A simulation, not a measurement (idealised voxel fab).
Herein follows the process module entitled voxel wiring stack.
Section cut is 270 nm wide and gridded with 5 nm square cells.
Throughout this document, each cross-section is represented as a grid of square cells and is presented as a sequence of bands enumerated from the top downward, where a band comprises one or more rows of cells. Heads up on the band format: heights come first, top then bottom, in nm. After that it's the materials left to right, each with its width in nm. A single material flagged "everywhere" fills the whole band edge to edge, and "blank" means there's empty space there. Ref level 0: as-received wafer is one material below here. Bottom band extends down with no lower bound ("top 0, no bottom"). A width given as "30..40" starts at the first number in the band's top row and ends at the second number in its bottom row, shifting by an equal amount at every step from row to row. Step marked "all unchanged"? Then no cell in the cross-section changed in it. Heads up: "Enclosed void listing" only lists the empty pockets with no open path to the top that are 8 cells or more, and it writes them as width x height at distance, distance from the left edge, in nm. What comes after the settings on a step's line is commentary from the simulator itself on that step. overlay nm: how far to the right of its planned place the mask lay on this masked step (negative: to the left).
# This section lists the process steps that were planned
1. op RECEIVE | material Si
2. op CONFORMAL_DEP | material SiO2 | thk nm 15
3. op CONFORMAL_DEP | material SiCN | thk nm 5
4. op DIRECTIONAL_DEP | material SiO2 | thk nm 15
5. op PATTERN | tone open | mask id METAL_1 | material resist | width nm 20 | pitch nm 45 | thk nm 15 | overlay nm 0
6. op DIRECTIONAL_ETCH | etch materials SiO2 | depth nm 15
7. op DIRECTIONAL_ETCH | etch materials SiCN | depth nm 5
8. op STRIP | etch materials resist
9. op CONFORMAL_DEP | material TiN | thk nm 5
10. op FILL_DEP | material Cu | thk nm 10
11. op CMP | height nm 35
12. op CONFORMAL_DEP | material SiCN | thk nm 5
13. op DIRECTIONAL_DEP | material SiO2 | thk nm 35
14. op PATTERN | tone open | mask id METAL_2_HOLES | material resist | width nm 15 | pitch nm 90 | thk nm 15 | overlay nm 0
15. op DIRECTIONAL_ETCH | etch materials SiO2 | depth nm 35
16. op STRIP | etch materials resist
17. op PATTERN | tone open | mask id METAL_2 | material resist | width nm 20 | pitch nm 45 | thk nm 15 | overlay nm 0
18. op DIRECTIONAL_ETCH | etch materials SiO2 | depth nm 20
19. op DIRECTIONAL_ETCH | etch materials SiCN | depth nm 5
20. op STRIP | etch materials resist
21. op CONFORMAL_DEP | material TiN | thk nm 5
22. op FILL_DEP | material Cu | thk nm 5
23. op CMP | height nm 75
24. op CONFORMAL_DEP | material SiCN | thk nm 5
# As-received wafer cross-section (after step 1)
- top 0, no bottom: Si everywhere
- Enclosed void listing: none
# One mistake in running the module, otherwise start and plan as above: cross-section at the end
- top 80, bottom 75: SiCN everywhere
- top 75, bottom 60: SiO2=80, TiN=5, Cu=10, TiN=5, SiO2=25, TiN=5, Cu=10, TiN=5, SiO2=25, TiN=5, Cu=10, TiN=5, SiO2=80
- top 60, bottom 55: SiO2=80, TiN=5, Cu=5, TiN=10, SiO2=25, TiN=20, SiO2=25, TiN=5, Cu=5, TiN=10, SiO2=80
- top 55, bottom 40: SiO2=80, TiN=5, Cu=5, TiN=5, SiO2=75, TiN=5, Cu=5, TiN=5, SiO2=85
- top 40, bottom 35: SiCN=80, TiN=15, SiCN=75, TiN=15, SiCN=85
- top 35, bottom 30: TiN=85, Cu=10, TiN=35, Cu=10, TiN=35, Cu=10, TiN=85
- top 30, bottom 20: SiO2=80, TiN=5, Cu=10, TiN=5, SiO2=25, TiN=5, Cu=10, TiN=5, SiO2=25, TiN=5, Cu=10, TiN=5, SiO2=80
- top 20, bottom 15: SiO2=80, TiN=20, SiO2=25, TiN=20, SiO2=25, TiN=20, SiO2=80
- top 15, bottom 0: SiO2 everywhere
- top 0, no bottom: Si everywhere
- Enclosed void listing: none
So what did we get wrong on this run? heads up, step 3 of the plan was skipped and never actually ran
